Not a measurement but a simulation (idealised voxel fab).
Process module, titled voxel fin reveal
For reference, the cross-section in this document is cut, with width 245 nm and square cells of 5 nm.
Cross-section, as written here: a square-cell grid given band by band from the top down, where a band holds one or more rows of cells. Per band: top height and bottom height in nm, followed by the left-to-right materials and their widths in nm; "everywhere" marks a single material spanning edge to edge, "blank" marks empty space. The reference from which all heights are counted is 0, the level beneath which the as-received wafer is entirely one material; the lowest band, having no lower bound, proceeds downward and is written after the example "top 0, no bottom". Per-row width for "30->40": begins at first number (top row of band), ends at second number (bottom row), increment between rows held constant. Step note "remained the same" = no cross-section cell changed. "Sealed void list" means: voids of 8 cells or more that are shut off from the top with no open way through. Written width x height at distance, distance from the left edge, in nm. What comes after the settings on a step's line is commentary from the simulator itself on that step. When a step includes a mask, the "overlay nm" setting on its line states how far to the right of its planned place that mask lay, and negative values state how far to the left.
This section lists the process steps that were planned:
1,RECEIVE, material Si
2,CONFORMAL_DEP, material SiN, thk nm 10
3,MASKED_ETCH, tone cover, mask id FINS, width nm 15, pitch nm 40, etch materials SiN, depth nm 10, overlay nm 0
4,MASKED_ETCH, tone cover, mask id FINS, width nm 15, pitch nm 40, etch materials Si, depth nm 35, overlay nm 0
5,OXIDIZE, depth nm 5
6,FILL_DEP, material SiO2, thk nm 15
7,CMP, height nm 10
8,SELECTIVE_ETCH, etch materials SiO2, depth nm 20
9,STRIP, etch materials SiN
10,CONFORMAL_DEP, material HfO2, thk nm 5
Cross-section of the wafer at receipt, which is the condition after step 1:
- top 0, no bottom  Si everywhere
- Sealed void list: none
The plan above was carried out on the starting structure above with one mistake, and this cross-section shows the wafer at the end of the module:
- top 15, bottom 5  HfO2 (60), blank (5), HfO2 (35), blank (5), HfO2 (35), blank (5), HfO2 (35), blank (5), HfO2 (60)
- top 5, bottom 0  HfO2 everywhere
- top 0, bottom -35  HfO2 (55), SiO2 (5), Si (5), SiO2 (5), HfO2 (25), SiO2 (5), Si (5), SiO2 (5), HfO2 (25), SiO2 (5), Si (5), SiO2 (5), HfO2 (25), SiO2 (5), Si (5), SiO2 (5), HfO2 (55)
- top -35, bottom -40  SiO2 (60), Si (5), SiO2 (35), Si (5), SiO2 (35), Si (5), SiO2 (35), Si (5), SiO2 (60)
- top -40, no bottom  Si everywhere
- Sealed void list: none
Nonconformance to the process plan: planned and actual differ for step 6; actual: FILL_DEP, material HfO2, thk nm 15
